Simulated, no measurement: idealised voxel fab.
Process module, titled voxel wiring stack
Square cell edge 5 nm, section width 160 nm, ID cut.
Cross-section = grid of square cells, listed top down in bands; band = one or more rows. For a band, the entry starts with two heights in nm, that of the top and then that of the bottom, and carries on with the band's materials in order from left to right, each alongside its width in nm; the word "all across" beside a single material means it fills the band edge to edge, and "air" means empty space. Where do heights start? At 0: under that level the wafer as delivered is made of one material only. And the lowest band has no floor; it just carries on downward, as in "top 0, no bottom". Quick explanation for "30..40": the width changes in equal steps down the rows of cells, from the first number in the band's top row to the second number in its bottom row. "nothing was modified", as given for a step, is the statement that not any cell of the cross-section underwent a change during that step. This entry, "Fully enclosed voids", enumerates those empty regions of no fewer than 8 cells that possess no open connection to the top. Each region is reported in the form width x height at distance, the distance being taken from the left edge, with all three quantities expressed in nm. Anything after a step's settings on that line? It's the simulator's own note about the step. overlay nm: for a step with a mask, the amount by which the mask lay right of where it was planned; a negative amount means left of it.

-- Process steps (planned)
| 1 | RECEIVE | material Si |
| 2 | CONFORMAL_DEP | material SiO2 | thk nm 15 |
| 3 | DIRECTIONAL_DEP | material TiN | thk nm 5 |
| 4 | DIRECTIONAL_DEP | material W | thk nm 15 |
| 5 | DIRECTIONAL_DEP | material aC | thk nm 10 |
| 6 | PATTERN | tone cover | mask id METAL_1 | material resist | width nm 20 | pitch nm 45 | thk nm 25 | overlay nm 0 |
| 7 | DIRECTIONAL_ETCH | etch materials aC | depth nm 10 |
| 8 | STRIP | etch materials resist |
| 9 | DIRECTIONAL_ETCH | etch materials W | depth nm 15 |
| 10 | DIRECTIONAL_ETCH | etch materials TiN | depth nm 5 |
| 11 | STRIP | etch materials aC |
| 12 | CONFORMAL_DEP | material SiN | thk nm 5 |
| 13 | FILL_DEP | material lowk | thk nm 10 |
| 14 | CMP | height nm 35 |
| 15 | CONFORMAL_DEP | material SiCN | thk nm 5 |
| 16 | DIRECTIONAL_DEP | material lowk | thk nm 20 |
| 17 | PATTERN | tone open | mask id PLUG_1 | material resist | width nm 15 | thk nm 15 | overlay nm 0 |
| 18 | DIRECTIONAL_ETCH | etch materials lowk | depth nm 20 |
| 19 | DIRECTIONAL_ETCH | etch materials SiCN | depth nm 5 |
| 20 | STRIP | etch materials resist |
| 21 | CONFORMAL_DEP | material TiN | thk nm 5 |
| 22 | FILL_DEP | material W | thk nm 5 |
| 23 | CMP | height nm 60 |
| 24 | CONFORMAL_DEP | material SiN | thk nm 5 |
| 25 | DIRECTIONAL_DEP | material lowk | thk nm 20 |
| 26 | PATTERN | tone open | mask id METAL_2 | material resist | width nm 20 | pitch nm 45 | thk nm 15 | overlay nm 0 |
| 27 | DIRECTIONAL_ETCH | etch materials lowk | depth nm 20 |
| 28 | DIRECTIONAL_ETCH | etch materials SiN | depth nm 5 |
| 29 | STRIP | etch materials resist |
| 30 | CONFORMAL_DEP | material TiN | thk nm 5 |
| 31 | FILL_DEP | material Ru | thk nm 5 |
| 32 | CMP | height nm 85 |
| 33 | CONFORMAL_DEP | material SiCN | thk nm 5 |
| 34 | DIRECTIONAL_DEP | material lowk | thk nm 10 |
| 35 | MASKED_ETCH | tone open | mask id PLUG_2 | width nm 15 | pitch nm 45 | etch materials lowk | depth nm 10 | overlay nm 0 |
| 36 | MASKED_ETCH | tone open | mask id PLUG_2 | width nm 15 | pitch nm 45 | etch materials SiCN | depth nm 5 | overlay nm 0 |
| 37 | EPI | material Ru | thk nm 10 |
| 38 | EPI | material Ru | thk nm 5 |
| 39 | CONFORMAL_DEP | material SiCN | thk nm 5 |
| 40 | DIRECTIONAL_DEP | material SiO2 | thk nm 20 |
| 41 | PATTERN | tone open | mask id METAL_3 | material resist | width nm 20 | pitch nm 45 | thk nm 20 | overlay nm 0 |
| 42 | DIRECTIONAL_ETCH | etch materials SiO2 | depth nm 20 |
| 43 | DIRECTIONAL_ETCH | etch materials SiCN | depth nm 5 |
| 44 | STRIP | etch materials resist |
| 45 | CONFORMAL_DEP | material TiN | thk nm 5 |
| 46 | FILL_DEP | material Cu | thk nm 5 |
| 47 | CMP | height nm 125 |
| 48 | EPI | material Ru | thk nm 5 |
| 49 | FILL_DEP | material SiCN | thk nm 5 |

-- Cross-section of the wafer upon arrival, representing the state reached after step 1
    top 0, no bottom | Si all across
    Fully enclosed voids: none

-- Wafer at module end, in section. Began as above, planned as above, run with one mistake
    top 135, bottom 130 | SiCN all across
    top 130, bottom 125 | 40 of SiCN  30 of Ru  15 of SiCN  30 of Ru  45 of SiCN
    top 125, bottom 105 | 45 of SiO2  5 of TiN  10 of Cu  5 of TiN  25 of SiO2  5 of TiN  10 of Cu  5 of TiN  50 of SiO2
    top 105, bottom 100 | 45 of SiCN  20 of TiN  25 of SiCN  20 of TiN  50 of SiCN
    top 100, bottom 90 | 45 of lowk  15 of Ru  30 of lowk  15 of Ru  55 of lowk
    top 90, bottom 85 | 45 of SiCN  15 of Ru  30 of SiCN  15 of Ru  55 of SiCN
    top 85, bottom 65 | 45 of lowk  5 of TiN  10 of Ru  5 of TiN  25 of lowk  5 of TiN  10 of Ru  5 of TiN  50 of lowk
    top 65, bottom 60 | 45 of SiN  20 of TiN  25 of SiN  20 of TiN  50 of SiN
    top 60, bottom 40 | 40 of lowk  5 of TiN  15 of W  5 of TiN  95 of lowk
    top 40, bottom 35 | 40 of SiCN  25 of TiN  95 of SiCN
    top 35, bottom 20 | 40 of lowk  5 of SiN  20 of W  5 of SiN  15 of lowk  5 of SiN  20 of W  5 of SiN  45 of lowk
    top 20, bottom 15 | 45 of SiN  20 of TiN  25 of SiN  20 of TiN  50 of SiN
    top 15, bottom 0 | SiO2 all across
    top 0, no bottom | Si all across
    Fully enclosed voids: none
Deviation from plan: contrary to plan, step 17 was performed as PATTERN | tone open | mask id PLUG_1 | material resist | width nm 25 | thk nm 15 | overlay nm 0
